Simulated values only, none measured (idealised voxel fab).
The following process module bears the name voxel self aligned vias.
We display cut, a cross-section 270 nm in width whose square cells are each 5 nm.
Cross-section = grid of square cells, listed top down in bands; band = one or more rows.
Band entry format. Leading values: height of top, height of bottom, nm. Remainder: materials in left-to-right order, each with its width in nm. Special words: "all across" on a single material, which then fills the band edge to edge; "air", empty space.
Heights from 0 (as-received wafer is one material below). Bottom band endless downward, as "top 0, no bottom".
It should be noted that a width expressed as "30->40" varies in equal increments from row to row of cells within the band, taking the value of the first number at the top row and that of the second number at the bottom row.
"remained unchanged", as given for a step, is the statement that not any cell of the cross-section underwent a change during that step.
This entry, "Enclosed void list", enumerates those empty regions of no fewer than 8 cells that possess no open connection to the top. Each region is reported in the form width x height at distance, the distance being taken from the left edge, with all three quantities expressed in nm.
The remark found on a step's line after its settings is issued by the simulator itself and pertains to that step.
"overlay nm" on a masked step: distance the mask lay right of its planned place, negative for left.

-- Set out below are the planned steps of the process
step 1: op RECEIVE | material Si
step 2: op CONFORMAL_DEP | material SiO2 | thk nm 15
step 3: op CONFORMAL_DEP | material SiCN | thk nm 5
step 4: op DIRECTIONAL_DEP | material lowk | thk nm 30
step 5: op MASKED_ETCH | tone open | mask id LINES | width nm 25 | pitch nm 75 | etch materials lowk | depth nm 30 | overlay nm 0
step 6: op CONFORMAL_DEP | material TiN | thk nm 5
step 7: op FILL_DEP | material W | thk nm 10
step 8: op CMP | height nm 50
step 9: op SELECTIVE_ETCH | etch materials W Ru TiN | depth nm 5
step 10: op FILL_DEP | material SiN | thk nm 5
step 11: op CMP | height nm 50
step 12: op DIRECTIONAL_DEP | material lowk | thk nm 15
step 13: op MASKED_ETCH | tone open | mask id VIAS | width nm 45 | pitch nm 75 | etch materials lowk | depth nm 15 | overlay nm 0
step 14: op MASKED_ETCH | tone open | mask id VIAS | width nm 45 | pitch nm 75 | etch materials SiN | depth nm 5 | overlay nm 0
step 15: op CONFORMAL_DEP | material TiN | thk nm 5
step 16: op FILL_DEP | material Cu | thk nm 10
step 17: op CMP | height nm 65
step 18: op CONFORMAL_DEP | material SiN | thk nm 5

-- Cross-section, incoming material, after step 1
- top 0, no bottom: Si all across
- Enclosed void list: none

-- Same starting wafer, same plan as above, one mistake in the execution; this is the cross-section at the end of the module
- top 70, bottom 65: SiN all across
- top 65, bottom 50: lowk 35  TiN 5  Cu 35  TiN 5  lowk 30  TiN 5  Cu 35  TiN 5  lowk 30  TiN 5  Cu 35  TiN 5  lowk 40
- top 50, bottom 45: lowk 35  TiN 45  lowk 30  TiN 45  lowk 30  TiN 45  lowk 40
- top 45, bottom 40: lowk 35  TiN 15  W 15  TiN 15  lowk 30  TiN 15  W 15  TiN 15  lowk 30  TiN 15  W 15  TiN 15  lowk 40
- top 40, bottom 25: lowk 45  TiN 5  W 15  TiN 5  lowk 50  TiN 5  W 15  TiN 5  lowk 50  TiN 5  W 15  TiN 5  lowk 50
- top 25, bottom 20: lowk 45  TiN 25  lowk 50  TiN 25  lowk 50  TiN 25  lowk 50
- top 20, bottom 15: SiCN all across
- top 15, bottom 0: SiO2 all across
- top 0, no bottom: Si all across
- Enclosed void list: none
Which mistake was made when the wafer was run? contrary to plan, step 13 was performed as op MASKED_ETCH | tone open | mask id VIAS | width nm 45 | pitch nm 75 | etch materials lowk | depth nm 25 | overlay nm 0
